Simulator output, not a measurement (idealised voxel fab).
This is a process module. Its name is voxel capacitor over wiring.
Cross-section cut: width 260 nm, square cells of 5 nm.
Reading order for cross-sections: top band down to bottom band. Underlying form: a grid of square cells. Band size: one or more rows of cells. Per band: top height and bottom height in nm, followed by the left-to-right materials and their widths in nm; "throughout" marks a single material spanning edge to edge, "air" marks empty space. All heights in this document are referenced to 0, defined as the level beneath which the wafer, as received, consists entirely of one material. The lowest band is not bounded below; it extends indefinitely downward and is written in the form "from 0 down". Top row gets the first number, bottom row gets the second, and each row in between changes by the same step: that is how a band width like "30..40" works. The designation "remained unchanged", where it is given for a processing step, indicates that no cell of the cross-section was altered in the course of that step. "Enclosed void list": empty spaces of 8 cells or more with no open way to the top, each given as width x height at distance, distance from the left edge, all in nm. Anything after a step's settings on that line? It's the simulator's own note about the step. "overlay nm" on a masked step: distance the mask lay right of its planned place, negative for left.
# Steps planned for the process
- 1: RECEIVE, material Si
- 2: CONFORMAL_DEP, material SiO2, thk nm 10
- 3: DIRECTIONAL_DEP, material TiN, thk nm 5
- 4: DIRECTIONAL_DEP, material W, thk nm 20
- 5: DIRECTIONAL_DEP, material aC, thk nm 15
- 6: PATTERN, tone cover, mask id METAL_1, material resist, width nm 25, pitch nm 90, thk nm 35, overlay nm 0
- 7: DIRECTIONAL_ETCH, etch materials aC, depth nm 15
- 8: STRIP, etch materials resist
- 9: DIRECTIONAL_ETCH, etch materials W, depth nm 20
- 10: DIRECTIONAL_ETCH, etch materials TiN, depth nm 5
- 11: STRIP, etch materials aC
- 12: FILL_DEP, material lowk, thk nm 5
- 13: CMP, height nm 35
- 14: CONFORMAL_DEP, material SiCN, thk nm 5
- 15: DIRECTIONAL_DEP, material lowk, thk nm 10
- 16: MASKED_ETCH, tone open, mask id PLUG_1, width nm 15, etch materials lowk, depth nm 10, overlay nm 0
- 17: MASKED_ETCH, tone open, mask id PLUG_1, width nm 15, etch materials SiCN, depth nm 5, overlay nm 0
- 18: EPI, material Ru, thk nm 10
- 19: EPI, material Ru, thk nm 5
- 20: DIRECTIONAL_DEP, material TiN, thk nm 10
- 21: DIRECTIONAL_DEP, material Al2O3, thk nm 5
- 22: DIRECTIONAL_DEP, material TiN, thk nm 10
- 23: PATTERN, tone cover, mask id UPPER_PLATE, material resist, width nm 70, thk nm 20, overlay nm 0
- 24: DIRECTIONAL_ETCH, etch materials TiN, depth nm 10
- 25: DIRECTIONAL_ETCH, etch materials Al2O3, depth nm 5
- 26: STRIP, etch materials resist
- 27: PATTERN, tone cover, mask id LOWER_PLATE, material resist, width nm 80, thk nm 15, overlay nm 0
- 28: DIRECTIONAL_ETCH, etch materials TiN, depth nm 10
- 29: STRIP, etch materials resist
- 30: FILL_DEP, material SiO2, thk nm 20
- 31: CMP, height nm 90
- 32: PATTERN, tone open, mask id PLUG_2, material resist, width nm 15, thk nm 15, overlay nm 0
- 33: DIRECTIONAL_ETCH, etch materials SiO2, depth nm 15
- 34: STRIP, etch materials resist
- 35: CONFORMAL_DEP, material TiN, thk nm 5
- 36: FILL_DEP, material W, thk nm 5
- 37: CMP, height nm 90
- 38: CONFORMAL_DEP, material SiCN, thk nm 5
# As-received wafer cross-section (after step 1)
	from 0 down | Si throughout
	Enclosed void list: none
# First wafer of two, sectioned at end of module; run went per plan
	from 95 to 90 | SiCN throughout
	from 90 to 80 | SiO2 90 nm | TiN 5 nm | W 5 nm | TiN 5 nm | SiO2 155 nm
	from 80 to 75 | SiO2 90 nm | TiN 15 nm | SiO2 155 nm
	from 75 to 65 | SiO2 80 nm | TiN 70 nm | SiO2 110 nm
	from 65 to 60 | SiO2 80 nm | Al2O3 70 nm | SiO2 110 nm
	from 60 to 50 | SiO2 75 nm | TiN 80 nm | SiO2 105 nm
	from 50 to 40 | lowk 80 nm | Ru 15 nm | lowk 165 nm
	from 40 to 35 | SiCN 80 nm | Ru 15 nm | SiCN 165 nm
	from 35 to 15 | lowk 70 nm | W 25 nm | lowk 65 nm | W 25 nm | lowk 75 nm
	from 15 to 10 | lowk 70 nm | TiN 25 nm | lowk 65 nm | TiN 25 nm | lowk 75 nm
	from 10 to 0 | SiO2 throughout
	from 0 down | Si throughout
	Enclosed void list: none
# Second wafer cross-section at end of module - shared start and plan with the first, one mistake in the run
	from 95 to 90 | SiCN throughout
	from 90 to 85 | SiO2 90 nm | TiN 15 nm | SiO2 155 nm
	from 85 to 75 | SiO2 80 nm | TiN 25 nm | SiO2 155 nm
	from 75 to 70 | SiO2 80 nm | Al2O3 25 nm | TiN 45 nm | SiO2 110 nm
	from 70 to 65 | SiO2 75 nm | TiN 75 nm | SiO2 110 nm
	from 65 to 60 | SiO2 75 nm | TiN 30 nm | Al2O3 45 nm | SiO2 110 nm
	from 60 to 50 | SiO2 70 nm | Ru 35 nm | TiN 50 nm | SiO2 105 nm
	from 50 to 40 | lowk 80 nm | Ru 15 nm | lowk 165 nm
	from 40 to 35 | SiCN 80 nm | Ru 15 nm | SiCN 165 nm
	from 35 to 15 | lowk 70 nm | W 25 nm | lowk 65 nm | W 25 nm | lowk 75 nm
	from 15 to 10 | lowk 70 nm | TiN 25 nm | lowk 65 nm | TiN 25 nm | lowk 75 nm
	from 10 to 0 | SiO2 throughout
	from 0 down | Si throughout
	Enclosed void list: none
Here's what went sideways: step 18, plan: ran twice
Final wafer comparison in cells, second versus first, more or fewer per material: Ru +14 | SiO2 -8 | TiN -4 | W -2
